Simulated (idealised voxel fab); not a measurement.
A process module follows: voxel released beams.
We display cut, a cross-section 210 nm in width whose square cells are each 5 nm.
Cross-section = grid of square cells, listed top down in bands; band = one or more rows.
In this notation a band is specified by the heights of its top and bottom, in that order and in nm, after which its materials appear from left to right, each paired with its width in nm. The word "everywhere" attached to a single material means that material fills the band from edge to edge; the word "empty" stands for empty space.
We count height from 0. Below that, the starting wafer is all one material. The lowest band never ends at the bottom but goes on down; see "0..down" for how that is written.
Top row gets the first number, bottom row gets the second, and each row in between changes by the same step: that is how a band width like "30..40" works.
"nothing different" after a step means that no cell of the cross-section changed.
Enclosed cavity list: empty space of 8 cells or more with no open way to the top, each as width x height at its distance from the left edge, in nm
What comes after the settings on a step's line is commentary from the simulator itself on that step.
The "overlay nm" setting may appear on a step's line; for a step that uses a mask, it gives how far to the right of its planned position the mask lay, and a negative value indicates the left.
Steps planned for the process
step 1: RECEIVE: material Si
step 2: CONFORMAL_DEP: material Al2O3, thk nm 5
step 3: DIRECTIONAL_DEP: material SiO2, thk nm 20
step 4: MASKED_ETCH: tone open, mask id ANCHOR, width nm 40, etch materials SiO2, depth nm 20, overlay nm 0
step 5: CONFORMAL_DEP: material W, thk nm 15
step 6: PATTERN: tone cover, mask id BEAM, material resist, width nm 105, thk nm 15, overlay nm 0
step 7: DIRECTIONAL_ETCH: etch materials W, depth nm 15
step 8: STRIP: etch materials resist
step 9: STRIP: etch materials SiO2
As-received wafer cross-section (after step 1)
  0..down | Si everywhere
  Enclosed cavity list: none
Cross-section, first of two wafers, end of module, run as planned
  40..25 | empty (50)  W (20)  empty (10)  W (75)  empty (55)
  25..20 | empty (55)  W (15)  empty (10)  W (15)  empty (115)
  20..5 | empty (55)  W (40)  empty (115)
  5..0 | Al2O3 everywhere
  0..down | Si everywhere
  Enclosed cavity list: none
Second wafer through the module, sectioned at the end: same beginning and same plan as the first wafer, with one mistake in carrying it out
  40..25 | empty (50)  W (60)  empty (100)
  25..20 | empty (40)  W (15)  SiO2 (40)  W (15)  empty (100)
  20..5 | empty (40)  W (15)  SiO2 (40)  W (60)  empty (55)
  5..0 | Al2O3 everywhere
  0..down | Si everywhere
  Enclosed cavity list: none
Want to know what went wrong? not per plan at step 4, really ran MASKED_ETCH: tone cover, mask id ANCHOR, width nm 40, etch materials SiO2, depth nm 20, overlay nm 0
The second wafer ends with more or fewer cells of some materials than the first, per final count: SiO2: 32 more
